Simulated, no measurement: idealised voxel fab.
process module | voxel transistor to metal
cross-section cut | 150 nm wide | cells 5 nm
A cross-section is a grid of square cells, given in bands from the top down. A band is one or more rows of cells.
Each band's line starts with the height of the band's top and of its bottom, in nm. Then come its materials from left to right, each with its width in nm. One material with "throughout" fills the band from edge to edge. "air" is empty space.
Height 0 is the level under which the wafer as received is all one material. The lowest band goes on downwards, as in "0 down".
A width such as "30 to 40" changes by the same amount from each row of cells to the next, from the band's top row to its bottom row.
"no change" after a step means that no cell of the cross-section changed.
closed voids: empty space of 8 cells or more with no open way to the top, each as width x height at its distance from the left edge, in nm
after a step's settings: what the simulator itself notes on the step
overlay nm, on a step with a mask: how far to the right of its planned place the mask lay; to the left if negative
Each pair below shows a cross-section before one step and the cross-section after it, down to the lowest band that changed. The line under each pair gives the step between them, with its settings. The pairs can come from different runs of this module on the same starting wafer, so a pair continues from the pair above only where its "before" says so.
before
  130 to 110: resist 30 | air 15 | resist 60 | air 15 | resist 30
  110 to 75: SiO2 throughout
  75 to 70: SiCN throughout
  70 to 55: SiO2 30 | TiN 5 | Cu 5 | TiN 5 | SiO2 60 | TiN 5 | Cu 5 | TiN 5 | SiO2 30
  55 to 50: SiN 30 | TiN 15 | SiN 60 | TiN 15 | SiN 30
  50 to 40: SiO2 30 | aC 5 | W 20 | aC 5 | SiO2 30 | aC 5 | W 20 | aC 5 | SiO2 30
  40 to 35: SiO2 30 | aC 5 | W 15 | aC 10 | SiO2 30 | aC 10 | W 15 | aC 5 | SiO2 30
  35 to 20: SiO2 30 | aC 5 | W 15 | aC 5 | SiN 10 | SiCN 20 | SiN 10 | aC 5 | W 15 | aC 5 | SiO2 30
  20 to 15: SiO2 30 | aC 5 | W 15 | aC 5 | SiN 10 | polySi 20 | SiN 10 | aC 5 | W 15 | aC 5 | SiO2 30
  15 to 10: SiO2 30 | aC 25 | SiN 10 | polySi 20 | SiN 10 | aC 25 | SiO2 30
  10 to 5: SiO2 30 | aC 10 | nSi 15 | SiN 10 | polySi 20 | SiN 10 | nSi 15 | aC 10 | SiO2 30
  5 to 0: SiO2 20 | SiN 10 | aC 10 | nSi 15 | SiN 10 | polySi 20 | SiN 10 | nSi 15 | aC 10 | SiN 10 | SiO2 20
  0 to -5: SiO2 30 | aC 10 | nSi 15 | SiO2 40 | nSi 15 | aC 10 | SiO2 30
  -5 to -20: SiO2 30 | nSi 25 | Si 40 | nSi 25 | SiO2 30
  -20 to -30: SiO2 30 | Si 90 | SiO2 30
  -30 down: Si throughout
  closed voids: none
after
  130 to 110: resist 30 | air 15 | resist 60 | air 15 | resist 30
  110 to 90: SiO2 30 | air 15 | SiO2 60 | air 15 | SiO2 30
  below 90: unchanged
  closed voids: none
the step between: op DIRECTIONAL_ETCH | etch materials SiO2 | depth nm 20
before: the cross-section after the pair above
after
  110 to 90: SiO2 30 | air 15 | SiO2 60 | air 15 | SiO2 30
  below 90: unchanged
  closed voids: none
the step between: op STRIP | etch materials resist
before: the cross-section after the pair above
after
  125 to 110: aC 30 | air 15 | aC 60 | air 15 | aC 30
  110 to 105: SiO2 30 | air 15 | SiO2 60 | air 15 | SiO2 30
  105 to 90: SiO2 30 | aC 15 | SiO2 60 | aC 15 | SiO2 30
  below 90: unchanged
  closed voids: none
the step between: op DIRECTIONAL_DEP | material aC | thk nm 15
before: the cross-section after the pair above
after
  155 to 125: resist 30 | air 15 | resist 60 | air 15 | resist 30
  below 125: unchanged
  closed voids: none
the step between: op PATTERN | tone open | mask id METAL_2_HOLES | material resist | width nm 15 | pitch nm 75 | thk nm 30 | overlay nm 0
before: the cross-section after the pair above
after
  140 to 125: resist 30 | air 15 | resist 60 | air 15 | resist 30
  125 to 110: aC 30 | air 15 | aC 60 | air 15 | aC 30
  110 to 90: SiO2 30 | air 15 | SiO2 60 | air 15 | SiO2 30
  below 90: unchanged
  closed voids: none
the step between: op DIRECTIONAL_ETCH | etch materials aC | depth nm 15
before: the cross-section after the pair above
after
  125 to 110: aC 30 | air 15 | aC 60 | air 15 | aC 30
  below 110: unchanged
  closed voids: none
the step between: op STRIP | etch materials resist
before: the cross-section after the pair above
after
  125 to 110: aC 30 | air 15 | aC 60 | air 15 | aC 30
  110 to 75: SiO2 30 | air 15 | SiO2 60 | air 15 | SiO2 30
  below 75: unchanged
  closed voids: none
the step between: op DIRECTIONAL_ETCH | etch materials SiO2 | depth nm 15
before: the cross-section after the pair above
after
  125 to 110: aC 30 | air 15 | aC 60 | air 15 | aC 30
  110 to 75: SiO2 30 | air 15 | SiO2 60 | air 15 | SiO2 30
  75 to 70: SiCN 30 | air 15 | SiCN 60 | air 15 | SiCN 30
  below 70: unchanged
  closed voids: none
the step between: op DIRECTIONAL_ETCH | etch materials SiCN | depth nm 5
before: the cross-section after the pair above
after
  110 to 75: SiO2 30 | air 15 | SiO2 60 | air 15 | SiO2 30
  below 75: unchanged
  closed voids: none
the step between: op STRIP | etch materials aC
before: the cross-section after the pair above
after
  115 to 110: TiN 35 | air 5 | TiN 70 | air 5 | TiN 35
  110 to 75: SiO2 30 | TiN 5 | air 5 | TiN 5 | SiO2 60 | TiN 5 | air 5 | TiN 5 | SiO2 30
  75 to 70: SiCN 30 | TiN 15 | SiCN 60 | TiN 15 | SiCN 30
  below 70: unchanged
  closed voids: none
the step between: op CONFORMAL_DEP | material TiN | thk nm 5
before: the cross-section after the pair above
after
  120 to 115: Cu throughout
  115 to 110: TiN 35 | Cu 5 | TiN 70 | Cu 5 | TiN 35
  110 to 75: SiO2 30 | TiN 5 | Cu 5 | TiN 5 | SiO2 60 | TiN 5 | Cu 5 | TiN 5 | SiO2 30
  below 75: unchanged
  closed voids: none
the step between: op FILL_DEP | material Cu | thk nm 5
before: the cross-section after the pair above
after
  110 to 75: SiO2 30 | TiN 5 | Cu 5 | TiN 5 | SiO2 60 | TiN 5 | Cu 5 | TiN 5 | SiO2 30
  below 75: unchanged
  closed voids: none
the step between: op CMP | height nm 110
before: the cross-section after the pair above
after
  115 to 110: SiN throughout
  below 110: unchanged
  closed voids: none
the step between: op CONFORMAL_DEP | material SiN | thk nm 5
before
  35 to 20: aC throughout
  20 to 5: SiN throughout
  5 to 0: SiO2 throughout
  0 down: Si throughout
  closed voids: none
after
  70 to 35: resist 25 | air 100 | resist 25
  below 35: unchanged
  closed voids: none
the step between: op PATTERN | tone open | mask id ACTIVE | material resist | width nm 100 | thk nm 35 | overlay nm 0
before: the cross-section after the pair above
after
  55 to 35: resist 25 | air 100 | resist 25
  35 to 20: aC 25 | air 100 | aC 25
  below 20: unchanged
  closed voids: none
the step between: op DIRECTIONAL_ETCH | etch materials aC | depth nm 15
before: the cross-section after the pair above
after
  35 to 20: aC 25 | air 100 | aC 25
  below 20: unchanged
  closed voids: none
the step between: op STRIP | etch materials resist
before: the cross-section after the pair above
after
  35 to 20: aC 25 | air 100 | aC 25
  20 to 5: SiN 25 | air 100 | SiN 25
  below 5: unchanged
  closed voids: none
the step between: op DIRECTIONAL_ETCH | etch materials SiN | depth nm 15
before: the cross-section after the pair above
after
  35 to 20: aC 25 | air 100 | aC 25
  20 to 5: SiN 25 | air 100 | SiN 25
  5 to 0: SiO2 25 | air 100 | SiO2 25
  below 0: unchanged
  closed voids: none
the step between: op DIRECTIONAL_ETCH | etch materials SiO2 | depth nm 5
before: the cross-section after the pair above
after
  35 to 20: aC 25 | air 100 | aC 25
  20 to 5: SiN 25 | air 100 | SiN 25
  5 to 0: SiO2 25 | air 100 | SiO2 25
  0 to -25: Si 25 | air 100 | Si 25
  below -25: unchanged
  closed voids: none
the step between: op DIRECTIONAL_ETCH | etch materials Si | depth nm 25
before: the cross-section after the pair above
after
  20 to 5: SiN 25 | air 100 | SiN 25
  below 5: unchanged
  closed voids: none
the step between: op STRIP | etch materials aC
before: the cross-section after the pair above
after
  20 to 5: SiN 25 | air 100 | SiN 25
  5 to 0: SiO2 25 | air 100 | SiO2 25
  0 to -25: Si 20 | SiO2 5 | air 100 | SiO2 5 | Si 20
  -25 to -30: Si 20 | SiO2 110 | Si 20
  below -30: unchanged
  closed voids: none
the step between: op OXIDIZE | depth nm 5
before: the cross-section after the pair above
after
  30 to 20: SiO2 throughout
  20 to 5: SiN 25 | SiO2 100 | SiN 25
  5 to 0: SiO2 throughout
  0 to -30: Si 20 | SiO2 110 | Si 20
  below -30: unchanged
  closed voids: none
the step between: op FILL_DEP | material SiO2 | thk nm 10
before: the cross-section after the pair above
after
  20 to 5: SiN 25 | SiO2 100 | SiN 25
  below 5: unchanged
  closed voids: none
the step between: op CMP | height nm 20
before: the cross-section after the pair above
after
  20 to 10: SiN 25 | air 100 | SiN 25
  below 10: unchanged
  closed voids: none
the step between: op SELECTIVE_ETCH | etch materials SiO2 | depth nm 10
before: the cross-section after the pair above
after
  10 to 5: air 25 | SiO2 100 | air 25
  below 5: unchanged
  closed voids: none
the step between: op STRIP | etch materials SiN
before: the cross-section after the pair above
after
  5 to 0: air 30 | SiO2 90 | air 30
  below 0: unchanged
  closed voids: none
the step between: op SELECTIVE_ETCH | etch materials SiO2 | depth nm 5
before: the cross-section after the pair above
after
  5 to 0: air 30 | SiO2 90 | air 30
  0 to -5: SiO2 throughout
  below -5: unchanged
  closed voids: none
the step between: op OXIDIZE | depth nm 5
before: the cross-section after the pair above
after
  25 to 20: air 30 | polySi 90 | air 30
  20 to 5: polySi throughout
  5 to 0: polySi 30 | SiO2 90 | polySi 30
  below 0: unchanged
  closed voids: none
the step between: op DIRECTIONAL_DEP | material polySi | thk nm 20
before: the cross-section after the pair above
after
  40 to 35: air 30 | SiCN 90 | air 30
  35 to 25: SiCN throughout
  25 to 20: SiCN 30 | polySi 90 | SiCN 30
  below 20: unchanged
  closed voids: none
the step between: op DIRECTIONAL_DEP | material SiCN | thk nm 15
before: the cross-section after the pair above
after
  55 to 40: air 65 | resist 20 | air 65
  below 40: unchanged
  closed voids: none
the step between: op PATTERN | tone cover | mask id GATE | material resist | width nm 20 | thk nm 15 | overlay nm 0
before: the cross-section after the pair above
after
  55 to 40: air 65 | resist 20 | air 65
  40 to 25: air 65 | SiCN 20 | air 65
  25 to 20: air 30 | polySi 90 | air 30
  below 20: unchanged
  closed voids: none
the step between: op DIRECTIONAL_ETCH | etch materials SiCN | depth nm 25
before: the cross-section after the pair above
after
  55 to 40: air 65 | resist 20 | air 65
  40 to 25: air 65 | SiCN 20 | air 65
  25 to 5: air 65 | polySi 20 | air 65
  5 to 0: air 30 | SiO2 90 | air 30
  below 0: unchanged
  closed voids: none
the step between: op DIRECTIONAL_ETCH | etch materials polySi | depth nm 30
before: the cross-section after the pair above
after
  40 to 25: air 65 | SiCN 20 | air 65
  below 25: unchanged
  closed voids: none
the step between: op STRIP | etch materials resist
before: the cross-section after the pair above
after
  50 to 40: air 55 | SiN 40 | air 55
  40 to 25: air 55 | SiN 10 | SiCN 20 | SiN 10 | air 55
  25 to 15: air 55 | SiN 10 | polySi 20 | SiN 10 | air 55
  15 to 10: air 20 | SiN 45 | polySi 20 | SiN 45 | air 20
  10 to 5: SiN 65 | polySi 20 | SiN 65
  5 to 0: SiN 30 | SiO2 90 | SiN 30
  below 0: unchanged
  closed voids: none
the step between: op CONFORMAL_DEP | material SiN | thk nm 10
before: the cross-section after the pair above
after
  40 to 25: air 55 | SiN 10 | SiCN 20 | SiN 10 | air 55
  25 to 5: air 55 | SiN 10 | polySi 20 | SiN 10 | air 55
  5 to 0: air 20 | SiN 10 | SiO2 90 | SiN 10 | air 20
  below 0: unchanged
  closed voids: none
the step between: op DIRECTIONAL_ETCH | etch materials SiN | depth nm 10
before: the cross-section after the pair above
after
  40 to 25: air 55 | SiN 10 | SiCN 20 | SiN 10 | air 55
  25 to 5: air 55 | SiN 10 | polySi 20 | SiN 10 | air 55
  5 to 0: air 20 | SiN 10 | air 25 | SiO2 40 | air 25 | SiN 10 | air 20
  0 to -5: air 20 | SiO2 110 | air 20
  below -5: unchanged
  closed voids: none
the step between: op DIRECTIONAL_ETCH | etch materials SiO2 | depth nm 5
before: the cross-section after the pair above
after
  40 to 25: air 55 | SiN 10 | SiCN 20 | SiN 10 | air 55
  25 to 5: air 55 | SiN 10 | polySi 20 | SiN 10 | air 55
  5 to 0: air 20 | SiN 10 | air 25 | SiO2 40 | air 25 | SiN 10 | air 20
  0 to -20: air 20 | SiO2 110 | air 20
  below -20: unchanged
  closed voids: none
the step between: op DIRECTIONAL_ETCH | etch materials Si | depth nm 15
before: the cross-section after the pair above
after
  40 to 25: air 55 | SiN 10 | SiCN 20 | SiN 10 | air 55
  25 to 5: air 55 | SiN 10 | polySi 20 | SiN 10 | air 55
  5 to 0: air 20 | SiN 10 | air 25 | SiO2 40 | air 25 | SiN 10 | air 20
  0 to -5: air 20 | SiO2 110 | air 20
  -5 to -20: nSi 20 | SiO2 110 | nSi 20
  below -20: unchanged
  closed voids: none
the step between: op EPI | material nSi | thk nm 15
before: the cross-section after the pair above
after
  45 to 40: SiO2 throughout
  40 to 25: SiO2 55 | SiN 10 | SiCN 20 | SiN 10 | SiO2 55
  25 to 5: SiO2 55 | SiN 10 | polySi 20 | SiN 10 | SiO2 55
  5 to 0: SiO2 20 | SiN 10 | SiO2 90 | SiN 10 | SiO2 20
  0 to -5: SiO2 throughout
  below -5: unchanged
  closed voids: none
the step between: op FILL_DEP | material SiO2 | thk nm 5
before: the cross-section after the pair above
after
  35 to 25: SiO2 55 | SiN 10 | SiCN 20 | SiN 10 | SiO2 55
  below 25: unchanged
  closed voids: none
the step between: op CMP | height nm 35
before: the cross-section after the pair above
after
  50 to 35: SiO2 throughout
  below 35: unchanged
  closed voids: none
the step between: op DIRECTIONAL_DEP | material SiO2 | thk nm 15
before: the cross-section after the pair above
after
  50 to 35: SiO2 30 | air 30 | SiO2 30 | air 30 | SiO2 30
  35 to 25: SiO2 30 | air 25 | SiN 10 | SiCN 20 | SiN 10 | air 25 | SiO2 30
  25 to 5: SiO2 30 | air 25 | SiN 10 | polySi 20 | SiN 10 | air 25 | SiO2 30
  5 to 0: SiO2 20 | SiN 10 | air 25 | SiO2 40 | air 25 | SiN 10 | SiO2 20
  0 to -5: SiO2 30 | air 25 | SiO2 40 | air 25 | SiO2 30
  below -5: unchanged
  closed voids: none
the step between: op MASKED_ETCH | tone open | mask id CONTACT | width nm 30 | pitch nm 60 | etch materials SiO2 | depth nm 55 | overlay nm 0
before: the cross-section after the pair above
after
  55 to 50: TiN 35 | air 20 | TiN 40 | air 20 | TiN 35
  50 to 40: SiO2 30 | TiN 5 | air 20 | TiN 5 | SiO2 30 | TiN 5 | air 20 | TiN 5 | SiO2 30
  40 to 35: SiO2 30 | TiN 5 | air 15 | TiN 10 | SiO2 30 | TiN 10 | air 15 | TiN 5 | SiO2 30
  35 to 25: SiO2 30 | TiN 5 | air 15 | TiN 5 | SiN 10 | SiCN 20 | SiN 10 | TiN 5 | air 15 | TiN 5 | SiO2 30
  25 to 5: SiO2 30 | TiN 5 | air 15 | TiN 5 | SiN 10 | polySi 20 | SiN 10 | TiN 5 | air 15 | TiN 5 | SiO2 30
  5 to 0: SiO2 20 | SiN 10 | TiN 5 | air 15 | TiN 5 | SiO2 40 | TiN 5 | air 15 | TiN 5 | SiN 10 | SiO2 20
  0 to -5: SiO2 30 | TiN 25 | SiO2 40 | TiN 25 | SiO2 30
  below -5: unchanged
  closed voids: none
the step between: op CONFORMAL_DEP | material TiN | thk nm 5
before: the cross-section after the pair above
after
  65 to 55: W throughout
  55 to 50: TiN 35 | W 20 | TiN 40 | W 20 | TiN 35
  50 to 40: SiO2 30 | TiN 5 | W 20 | TiN 5 | SiO2 30 | TiN 5 | W 20 | TiN 5 | SiO2 30
  40 to 35: SiO2 30 | TiN 5 | W 15 | TiN 10 | SiO2 30 | TiN 10 | W 15 | TiN 5 | SiO2 30
  35 to 25: SiO2 30 | TiN 5 | W 15 | TiN 5 | SiN 10 | SiCN 20 | SiN 10 | TiN 5 | W 15 | TiN 5 | SiO2 30
  25 to 5: SiO2 30 | TiN 5 | W 15 | TiN 5 | SiN 10 | polySi 20 | SiN 10 | TiN 5 | W 15 | TiN 5 | SiO2 30
  5 to 0: SiO2 20 | SiN 10 | TiN 5 | W 15 | TiN 5 | SiO2 40 | TiN 5 | W 15 | TiN 5 | SiN 10 | SiO2 20
  below 0: unchanged
  closed voids: none
the step between: op FILL_DEP | material W | thk nm 10
before: the cross-section after the pair above
after
  50 to 40: SiO2 30 | TiN 5 | W 20 | TiN 5 | SiO2 30 | TiN 5 | W 20 | TiN 5 | SiO2 30
  below 40: unchanged
  closed voids: none
the step between: op CMP | height nm 50
before: the cross-section after the pair above
after
  55 to 50: SiN throughout
  below 50: unchanged
  closed voids: none
the step between: op CONFORMAL_DEP | material SiN | thk nm 5
before: the cross-section after the pair above
after
  70 to 55: SiO2 throughout
  below 55: unchanged
  closed voids: none
the step between: op DIRECTIONAL_DEP | material SiO2 | thk nm 15
before: the cross-section after the pair above
after
  70 to 55: SiO2 30 | air 15 | SiO2 60 | air 15 | SiO2 30
  below 55: unchanged
  closed voids: none
the step between: op MASKED_ETCH | tone open | mask id METAL_1 | width nm 15 | pitch nm 75 | etch materials SiO2 | depth nm 15 | overlay nm 0
before: the cross-section after the pair above
after
  70 to 55: SiO2 30 | air 15 | SiO2 60 | air 15 | SiO2 30
  55 to 50: SiN 30 | air 15 | SiN 60 | air 15 | SiN 30
  below 50: unchanged
  closed voids: none
the step between: op MASKED_ETCH | tone open | mask id METAL_1 | width nm 15 | pitch nm 75 | etch materials SiN | depth nm 5 | overlay nm 0
before: the cross-section after the pair above
after
  75 to 70: TiN 35 | air 5 | TiN 70 | air 5 | TiN 35
  70 to 55: SiO2 30 | TiN 5 | air 5 | TiN 5 | SiO2 60 | TiN 5 | air 5 | TiN 5 | SiO2 30
  55 to 50: SiN 30 | TiN 15 | SiN 60 | TiN 15 | SiN 30
  below 50: unchanged
  closed voids: none
the step between: op CONFORMAL_DEP | material TiN | thk nm 5
before: the cross-section after the pair above
after
  85 to 75: Cu throughout
  75 to 70: TiN 35 | Cu 5 | TiN 70 | Cu 5 | TiN 35
  70 to 55: SiO2 30 | TiN 5 | Cu 5 | TiN 5 | SiO2 60 | TiN 5 | Cu 5 | TiN 5 | SiO2 30
  below 55: unchanged
  closed voids: none
the step between: op FILL_DEP | material Cu | thk nm 10
before: the cross-section after the pair above
after
  70 to 55: SiO2 30 | TiN 5 | Cu 5 | TiN 5 | SiO2 60 | TiN 5 | Cu 5 | TiN 5 | SiO2 30
  below 55: unchanged
  closed voids: none
the step between: op CMP | height nm 70
before: the cross-section after the pair above
after
  75 to 70: SiCN throughout
  below 70: unchanged
  closed voids: none
the step between: op CONFORMAL_DEP | material SiCN | thk nm 5
before: the cross-section after the pair above
after
  110 to 75: SiO2 throughout
  below 75: unchanged
  closed voids: none
the step between: op DIRECTIONAL_DEP | material SiO2 | thk nm 35
before: the cross-section after the pair above
after
  130 to 110: resist 30 | air 15 | resist 60 | air 15 | resist 30
  below 110: unchanged
  closed voids: none
the step between: op PATTERN | tone open | mask id METAL_2 | material resist | width nm 15 | pitch nm 75 | thk nm 20 | overlay nm 0
before: the cross-section after the pair above
after
  130 to 110: resist 30 | air 15 | resist 60 | air 15 | resist 30
  110 to 90: SiO2 30 | air 15 | SiO2 60 | air 15 | SiO2 30
  below 90: unchanged
  closed voids: none
the step between: op DIRECTIONAL_ETCH | etch materials SiO2 | depth nm 20
before: the cross-section after the pair above
after
  110 to 90: SiO2 30 | air 15 | SiO2 60 | air 15 | SiO2 30
  below 90: unchanged
  closed voids: none
the step between: op STRIP | etch materials resist
before: the cross-section after the pair above
after
  125 to 110: aC 30 | air 15 | aC 60 | air 15 | aC 30
  110 to 105: SiO2 30 | air 15 | SiO2 60 | air 15 | SiO2 30
  105 to 90: SiO2 30 | aC 15 | SiO2 60 | aC 15 | SiO2 30
  below 90: unchanged
  closed voids: none
the step between: op DIRECTIONAL_DEP | material aC | thk nm 15
before: the cross-section after the pair above
after
  155 to 125: resist 30 | air 15 | resist 60 | air 15 | resist 30
  below 125: unchanged
  closed voids: none
the step between: op PATTERN | tone open | mask id METAL_2_HOLES | material resist | width nm 15 | pitch nm 75 | thk nm 30 | overlay nm 0
before: the cross-section after the pair above
after
  140 to 125: resist 30 | air 15 | resist 60 | air 15 | resist 30
  125 to 110: aC 30 | air 15 | aC 60 | air 15 | aC 30
  110 to 90: SiO2 30 | air 15 | SiO2 60 | air 15 | SiO2 30
  below 90: unchanged
  closed voids: none
the step between: op DIRECTIONAL_ETCH | etch materials aC | depth nm 15
before: the cross-section after the pair above
after
  125 to 110: aC 30 | air 15 | aC 60 | air 15 | aC 30
  below 110: unchanged
  closed voids: none
the step between: op STRIP | etch materials resist
before: the cross-section after the pair above
after
  125 to 110: aC 30 | air 15 | aC 60 | air 15 | aC 30
  110 to 75: SiO2 30 | air 15 | SiO2 60 | air 15 | SiO2 30
  below 75: unchanged
  closed voids: none
the step between: op DIRECTIONAL_ETCH | etch materials SiO2 | depth nm 15
before: the cross-section after the pair above
after
  125 to 110: aC 30 | air 15 | aC 60 | air 15 | aC 30
  110 to 75: SiO2 30 | air 15 | SiO2 60 | air 15 | SiO2 30
  75 to 70: SiCN 30 | air 15 | SiCN 60 | air 15 | SiCN 30
  below 70: unchanged
  closed voids: none
the step between: op DIRECTIONAL_ETCH | etch materials SiCN | depth nm 5
before: the cross-section after the pair above
after
  110 to 75: SiO2 30 | air 15 | SiO2 60 | air 15 | SiO2 30
  below 75: unchanged
  closed voids: none
the step between: op STRIP | etch materials aC
before: the cross-section after the pair above
after
  115 to 110: TiN 35 | air 5 | TiN 70 | air 5 | TiN 35
  110 to 75: SiO2 30 | TiN 5 | air 5 | TiN 5 | SiO2 60 | TiN 5 | air 5 | TiN 5 | SiO2 30
  75 to 70: SiCN 30 | TiN 15 | SiCN 60 | TiN 15 | SiCN 30
  below 70: unchanged
  closed voids: none
the step between: op CONFORMAL_DEP | material TiN | thk nm 5
before: the cross-section after the pair above
after
  120 to 115: Cu throughout
  115 to 110: TiN 35 | Cu 5 | TiN 70 | Cu 5 | TiN 35
  110 to 75: SiO2 30 | TiN 5 | Cu 5 | TiN 5 | SiO2 60 | TiN 5 | Cu 5 | TiN 5 | SiO2 30
  below 75: unchanged
  closed voids: none
the step between: op FILL_DEP | material Cu | thk nm 5
before: the cross-section after the pair above
after
  110 to 75: SiO2 30 | TiN 5 | Cu 5 | TiN 5 | SiO2 60 | TiN 5 | Cu 5 | TiN 5 | SiO2 30
  below 75: unchanged
  closed voids: none
the step between: op CMP | height nm 110
before: the cross-section after the pair above
after
  115 to 110: SiN throughout
  below 110: unchanged
  closed voids: none
the step between: op CONFORMAL_DEP | material SiN | thk nm 5
